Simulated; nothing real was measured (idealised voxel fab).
process module | voxel ribs on slabs
cross-section cut | 255 nm wide | cells 5 nm
This document writes a cross-section as a grid whose cells are square, and gives it as bands, listed from the top down; one or more rows of cells form a band. Quick guide to a band line: top height, bottom height (nm) up front; then every material left to right with its width in nm. Only one material and it's marked "full width"? Then it fills the band edge to edge. And "air" just means empty space. Heights are reckoned from 0. Under this level, the received wafer is all of one material. The bottommost band is open-ended downward, for example "top 0, no bottom". Per-row width for "30->40": begins at first number (top row of band), ends at second number (bottom row), increment between rows held constant. "no alteration" (step): cross-section cells unchanged, all of them. For the entry "Enclosed internal voids", the listed items are empty spaces with no open way to the top whose size is 8 cells or more; each item follows the pattern width x height at distance, where distance is from the left edge and all three are in nm. Post-settings text on a step line: simulator's own remark regarding the step. The line of a step may include "overlay nm". On a step with a mask, this value is how far to the right of its planned place the mask lay. A negative value means the mask lay to the left.

The steps planned for the process are as follows
1: RECEIVE, material Si
2: DIRECTIONAL_DEP, material SiO2, thk nm 25
3: DIRECTIONAL_DEP, material polySi, thk nm 15
4: MASKED_ETCH, tone cover, mask id RIB, width nm 30, etch materials polySi, depth nm 5, overlay nm 0
5: DIRECTIONAL_DEP, material aC, thk nm 10
6: PATTERN, tone cover, mask id SLAB, material resist, width nm 70, thk nm 30, overlay nm 0
7: DIRECTIONAL_ETCH, etch materials aC, depth nm 10
8: STRIP, etch materials resist
9: DIRECTIONAL_ETCH, etch materials polySi, depth nm 10
10: STRIP, etch materials aC
11: FILL_DEP, material SiO2, thk nm 30
12: CMP, height nm 60
13: DIRECTIONAL_DEP, material TiN, thk nm 10
14: MASKED_ETCH, tone cover, mask id HEATER, width nm 40, etch materials TiN, depth nm 10, overlay nm 0
15: CONFORMAL_DEP, material SiO2, thk nm 5

Step 1 complete: cross-section of the wafer as received
  top 0, no bottom: Si full width
  Enclosed internal voids: none

Post-module cross-section of the first of two wafers (run per plan)
  top 75, bottom 70: air (100), then SiO2 (50), then air (105)
  top 70, bottom 65: air (100), then SiO2 (5), then TiN (40), then SiO2 (5), then air (105)
  top 65, bottom 60: SiO2 (105), then TiN (40), then SiO2 (110)
  top 60, bottom 40: SiO2 full width
  top 40, bottom 35: SiO2 (110), then polySi (30), then SiO2 (115)
  top 35, bottom 25: SiO2 (90), then polySi (70), then SiO2 (95)
  top 25, bottom 0: SiO2 full width
  top 0, no bottom: Si full width
  Enclosed internal voids: none

Module end: cross-section of wafer two of two. Same start and process plan as the first wafer. One mistake during execution
  top 75, bottom 70: air (100), then SiO2 (50), then air (105)
  top 70, bottom 65: air (100), then SiO2 (5), then TiN (40), then SiO2 (5), then air (105)
  top 65, bottom 60: SiO2 (105), then TiN (40), then SiO2 (110)
  top 60, bottom 40: SiO2 full width
  top 40, bottom 35: SiO2 (115), then polySi (30), then SiO2 (110)
  top 35, bottom 25: SiO2 (90), then polySi (70), then SiO2 (95)
  top 25, bottom 0: SiO2 full width
  top 0, no bottom: Si full width
  Enclosed internal voids: none
Plan not followed: step 4 did not happen as planned, as run it was MASKED_ETCH, tone cover, mask id RIB, width nm 30, etch materials polySi, depth nm 5, overlay nm 5
Heads up: at the end the two wafers have identical cell counts per material, they're just laid out differently.
